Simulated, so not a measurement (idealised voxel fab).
process module | voxel self aligned contacts
cross-section cut | 215 nm wide | cells 5 nm
A cross-section is a grid of square cells, given in bands from the top down. A band is one or more rows of cells.
Each band's line starts with the height of the band's top and of its bottom, in nm. Then come its materials from left to right, each with its width in nm. One material with "throughout" fills the band from edge to edge. "air" is empty space.
Height 0 is the level under which the wafer as received is all one material. The lowest band goes on downwards, as in "0 down".
A width such as "30 to 40" changes by the same amount from each row of cells to the next, from the band's top row to its bottom row.
"no change" after a step means that no cell of the cross-section changed.
closed voids: empty space of 8 cells or more with no open way to the top, each as width x height at its distance from the left edge, in nm
after a step's settings: what the simulator itself notes on the step
overlay nm, on a step with a mask: how far to the right of its planned place the mask lay; to the left if negative
plan
1 op RECEIVE | material Si
2 op OXIDIZE | depth nm 5
3 op DIRECTIONAL_DEP | material polySi | thk nm 20
4 op DIRECTIONAL_DEP | material SiN | thk nm 20
5 op PATTERN | tone cover | mask id GATE | material resist | width nm 25 | pitch nm 60 | thk nm 20 | overlay nm 0
6 op DIRECTIONAL_ETCH | etch materials SiN | depth nm 20
7 op DIRECTIONAL_ETCH | etch materials polySi | depth nm 20
8 op STRIP | etch materials resist
9 op CONFORMAL_DEP | material SiN | thk nm 10
10 op DIRECTIONAL_ETCH | etch materials SiN | depth nm 10
11 op FILL_DEP | material SiO2 | thk nm 15
12 op CMP | height nm 45
13 op DIRECTIONAL_DEP | material aC | thk nm 15
14 op PATTERN | tone open | mask id CONTACT | material resist | width nm 45 | pitch nm 60 | thk nm 35 | overlay nm 0
15 op DIRECTIONAL_ETCH | etch materials aC | depth nm 15
16 op STRIP | etch materials resist
17 op DIRECTIONAL_ETCH | etch materials SiO2 | depth nm 50
18 op STRIP | etch materials aC
19 op CONFORMAL_DEP | material TiN | thk nm 5
20 op FILL_DEP | material W | thk nm 5
21 op CMP | height nm 45
22 op CONFORMAL_DEP | material SiN | thk nm 5
first wafer, as planned
as received, after step 1
  0 down: Si throughout
  closed voids: none
after step 2
  0 to -5: SiO2 throughout
  below -5: unchanged
after step 3
  20 to 0: polySi throughout
  below 0: unchanged
after step 4
  40 to 20: SiN throughout
  below 20: unchanged
after step 5
  60 to 40: air 35 | resist 25 | air 35 | resist 25 | air 35 | resist 25 | air 35
  below 40: unchanged
after step 6
  60 to 40: air 35 | resist 25 | air 35 | resist 25 | air 35 | resist 25 | air 35
  40 to 20: air 35 | SiN 25 | air 35 | SiN 25 | air 35 | SiN 25 | air 35
  below 20: unchanged
after step 7
  60 to 40: air 35 | resist 25 | air 35 | resist 25 | air 35 | resist 25 | air 35
  40 to 20: air 35 | SiN 25 | air 35 | SiN 25 | air 35 | SiN 25 | air 35
  20 to 0: air 35 | polySi 25 | air 35 | polySi 25 | air 35 | polySi 25 | air 35
  below 0: unchanged
after step 8
  40 to 20: air 35 | SiN 25 | air 35 | SiN 25 | air 35 | SiN 25 | air 35
  below 20: unchanged
after step 9
  50 to 20: air 25 | SiN 45 | air 15 | SiN 45 | air 15 | SiN 45 | air 25
  20 to 10: air 25 | SiN 10 | polySi 25 | SiN 10 | air 15 | SiN 10 | polySi 25 | SiN 10 | air 15 | SiN 10 | polySi 25 | SiN 10 | air 25
  10 to 0: SiN 35 | polySi 25 | SiN 35 | polySi 25 | SiN 35 | polySi 25 | SiN 35
  below 0: unchanged
after step 10
  40 to 20: air 25 | SiN 45 | air 15 | SiN 45 | air 15 | SiN 45 | air 25
  20 to 0: air 25 | SiN 10 | polySi 25 | SiN 10 | air 15 | SiN 10 | polySi 25 | SiN 10 | air 15 | SiN 10 | polySi 25 | SiN 10 | air 25
  below 0: unchanged
after step 11
  55 to 40: SiO2 throughout
  40 to 20: SiO2 25 | SiN 45 | SiO2 15 | SiN 45 | SiO2 15 | SiN 45 | SiO2 25
  20 to 0: SiO2 25 | SiN 10 | polySi 25 | SiN 10 | SiO2 15 | SiN 10 | polySi 25 | SiN 10 | SiO2 15 | SiN 10 | polySi 25 | SiN 10 | SiO2 25
  below 0: unchanged
after step 12
  45 to 40: SiO2 throughout
  below 40: unchanged
after step 13
  60 to 45: aC throughout
  below 45: unchanged
after step 14
  95 to 60: resist 55 | air 45 | resist 15 | air 45 | resist 55
  below 60: unchanged
after step 15
  80 to 60: resist 55 | air 45 | resist 15 | air 45 | resist 55
  60 to 45: aC 55 | air 45 | aC 15 | air 45 | aC 55
  below 45: unchanged
after step 16
  60 to 45: aC 55 | air 45 | aC 15 | air 45 | aC 55
  below 45: unchanged
after step 17
  60 to 45: aC 55 | air 45 | aC 15 | air 45 | aC 55
  45 to 40: SiO2 55 | air 45 | SiO2 15 | air 45 | SiO2 55
  40 to 20: SiO2 25 | SiN 45 | air 15 | SiN 45 | air 15 | SiN 45 | SiO2 25
  20 to 0: SiO2 25 | SiN 10 | polySi 25 | SiN 10 | air 15 | SiN 10 | polySi 25 | SiN 10 | air 15 | SiN 10 | polySi 25 | SiN 10 | SiO2 25
  0 to -5: SiO2 70 | air 15 | SiO2 45 | air 15 | SiO2 70
  below -5: unchanged
after step 18
  45 to 40: SiO2 55 | air 45 | SiO2 15 | air 45 | SiO2 55
  below 40: unchanged
after step 19
  50 to 45: TiN 60 | air 35 | TiN 25 | air 35 | TiN 60
  45 to 40: SiO2 55 | TiN 20 | air 5 | TiN 20 | SiO2 15 | TiN 20 | air 5 | TiN 20 | SiO2 55
  40 to 20: SiO2 25 | SiN 45 | TiN 5 | air 5 | TiN 5 | SiN 45 | TiN 5 | air 5 | TiN 5 | SiN 45 | SiO2 25
  20 to 0: SiO2 25 | SiN 10 | polySi 25 | SiN 10 | TiN 5 | air 5 | TiN 5 | SiN 10 | polySi 25 | SiN 10 | TiN 5 | air 5 | TiN 5 | SiN 10 | polySi 25 | SiN 10 | SiO2 25
  0 to -5: SiO2 70 | TiN 15 | SiO2 45 | TiN 15 | SiO2 70
  below -5: unchanged
after step 20
  55 to 50: W throughout
  50 to 45: TiN 60 | W 35 | TiN 25 | W 35 | TiN 60
  45 to 40: SiO2 55 | TiN 20 | W 5 | TiN 20 | SiO2 15 | TiN 20 | W 5 | TiN 20 | SiO2 55
  40 to 20: SiO2 25 | SiN 45 | TiN 5 | W 5 | TiN 5 | SiN 45 | TiN 5 | W 5 | TiN 5 | SiN 45 | SiO2 25
  20 to 0: SiO2 25 | SiN 10 | polySi 25 | SiN 10 | TiN 5 | W 5 | TiN 5 | SiN 10 | polySi 25 | SiN 10 | TiN 5 | W 5 | TiN 5 | SiN 10 | polySi 25 | SiN 10 | SiO2 25
  below 0: unchanged
after step 21
  45 to 40: SiO2 55 | TiN 20 | W 5 | TiN 20 | SiO2 15 | TiN 20 | W 5 | TiN 20 | SiO2 55
  below 40: unchanged
after step 22
  50 to 45: SiN throughout
  below 45: unchanged
second wafer: like start, like plan, one mistake. Through step 13 it matches the first wafer
when step 14 should have ended
  95 to 60: resist 60 | air 45 | resist 15 | air 45 | resist 50
  below 60: unchanged
when step 15 should have ended
  80 to 60: resist 60 | air 45 | resist 15 | air 45 | resist 50
  60 to 45: aC 60 | air 45 | aC 15 | air 45 | aC 50
  below 45: unchanged
when step 16 should have ended
  60 to 45: aC 60 | air 45 | aC 15 | air 45 | aC 50
  below 45: unchanged
when step 17 should have ended
  60 to 45: aC 60 | air 45 | aC 15 | air 45 | aC 50
  45 to 40: SiO2 60 | air 45 | SiO2 15 | air 45 | SiO2 50
  40 to 20: SiO2 25 | SiN 45 | air 15 | SiN 45 | air 15 | SiN 45 | SiO2 25
  20 to 0: SiO2 25 | SiN 10 | polySi 25 | SiN 10 | air 15 | SiN 10 | polySi 25 | SiN 10 | air 15 | SiN 10 | polySi 25 | SiN 10 | SiO2 25
  0 to -5: SiO2 70 | air 15 | SiO2 45 | air 15 | SiO2 70
  below -5: unchanged
when step 18 should have ended
  45 to 40: SiO2 60 | air 45 | SiO2 15 | air 45 | SiO2 50
  below 40: unchanged
when step 19 should have ended
  50 to 45: TiN 65 | air 35 | TiN 25 | air 35 | TiN 55
  45 to 40: SiO2 60 | TiN 15 | air 5 | TiN 25 | SiO2 15 | TiN 15 | air 5 | TiN 25 | SiO2 50
  40 to 20: SiO2 25 | SiN 45 | TiN 5 | air 5 | TiN 5 | SiN 45 | TiN 5 | air 5 | TiN 5 | SiN 45 | SiO2 25
  20 to 0: SiO2 25 | SiN 10 | polySi 25 | SiN 10 | TiN 5 | air 5 | TiN 5 | SiN 10 | polySi 25 | SiN 10 | TiN 5 | air 5 | TiN 5 | SiN 10 | polySi 25 | SiN 10 | SiO2 25
  0 to -5: SiO2 70 | TiN 15 | SiO2 45 | TiN 15 | SiO2 70
  below -5: unchanged
when step 20 should have ended
  55 to 50: W throughout
  50 to 45: TiN 65 | W 35 | TiN 25 | W 35 | TiN 55
  45 to 40: SiO2 60 | TiN 15 | W 5 | TiN 25 | SiO2 15 | TiN 15 | W 5 | TiN 25 | SiO2 50
  40 to 20: SiO2 25 | SiN 45 | TiN 5 | W 5 | TiN 5 | SiN 45 | TiN 5 | W 5 | TiN 5 | SiN 45 | SiO2 25
  20 to 0: SiO2 25 | SiN 10 | polySi 25 | SiN 10 | TiN 5 | W 5 | TiN 5 | SiN 10 | polySi 25 | SiN 10 | TiN 5 | W 5 | TiN 5 | SiN 10 | polySi 25 | SiN 10 | SiO2 25
  below 0: unchanged
when step 21 should have ended
  45 to 40: SiO2 60 | TiN 15 | W 5 | TiN 25 | SiO2 15 | TiN 15 | W 5 | TiN 25 | SiO2 50
  below 40: unchanged
when step 22 should have ended
  50 to 45: SiN throughout
  below 45: unchanged
what went wrong: step 14 ran as: op PATTERN | tone open | mask id CONTACT | material resist | width nm 45 | pitch nm 60 | thk nm 35 | overlay nm 5
at the end the second wafer has, in cells: as many of each material as the first, in other places
